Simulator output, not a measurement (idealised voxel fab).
Name of the process module below: voxel spacer lines
Cross-section cut spans 280 nm and uses square cells 5 nm in size.
Cross-sections here: square-cell grids, written as top-down lists of bands, a band being one or more rows of cells. Top height, bottom height, nm. Materials left to right, width each, nm. Single material + "everywhere" = fills band edge to edge. "empty" = empty. The reference from which all heights are counted is 0, the level beneath which the as-received wafer is entirely one material; the lowest band, having no lower bound, proceeds downward and is written after the example "0..down". Graded width ("30..40"): value in top row of band = first number; value in bottom row = second number; row-to-row change constant. Where the words "no change occurred" appear for a step, the cross-section shows no cell changed by that step; every cell remained as before. Empty spaces without an open route to the top, at least 8 cells in extent, make up the entry "Closed void list"; each is given as width x height at distance, where the distance is measured from the left edge, and all are in nm. Text after the settings on a step's line: the simulator's own remark on that step. When a step includes a mask, the "overlay nm" setting on its line states how far to the right of its planned place that mask lay, and negative values state how far to the left.
# Set out below are the planned steps of the process
1 RECEIVE, material Si
2 CONFORMAL_DEP, material Al2O3, thk nm 5
3 DIRECTIONAL_DEP, material polySi, thk nm 10
4 DIRECTIONAL_DEP, material aC, thk nm 20
5 PATTERN, tone cover, mask id MANDREL, material resist, width nm 15, pitch nm 60, thk nm 30, overlay nm 0
6 DIRECTIONAL_ETCH, etch materials aC, depth nm 20
7 STRIP, etch materials resist
8 CONFORMAL_DEP, material SiO2, thk nm 15
9 DIRECTIONAL_ETCH, etch materials SiO2, depth nm 15
10 STRIP, etch materials aC
11 DIRECTIONAL_ETCH, etch materials polySi, depth nm 10
12 STRIP, etch materials SiO2
# Cross-section of the wafer as it came to us, i.e., already through step 1
> 0..down = Si everywhere
> Closed void list: none
# Cross-section: first of two wafers, module finished, run according to plan
> 15..5 = empty: 55 / polySi: 15 / empty: 15 / polySi: 15 / empty: 15 / polySi: 15 / empty: 15 / polySi: 15 / empty: 15 / polySi: 15 / empty: 15 / polySi: 15 / empty: 60
> 5..0 = Al2O3 everywhere
> 0..down = Si everywhere
> Closed void list: none
# second wafer at the end: like start, like plan, one mistake
> 15..10 = Al2O3 everywhere
> 10..0 = polySi everywhere
> 0..down = Si everywhere
> Closed void list: none
In executing the process, a mistake was made relative to the plan: ran 2 and 3 in swapped order versus the plan
Once processing is complete, comparing cell counts shows that the second wafer has more or fewer of certain materials than the first: +76 polySi
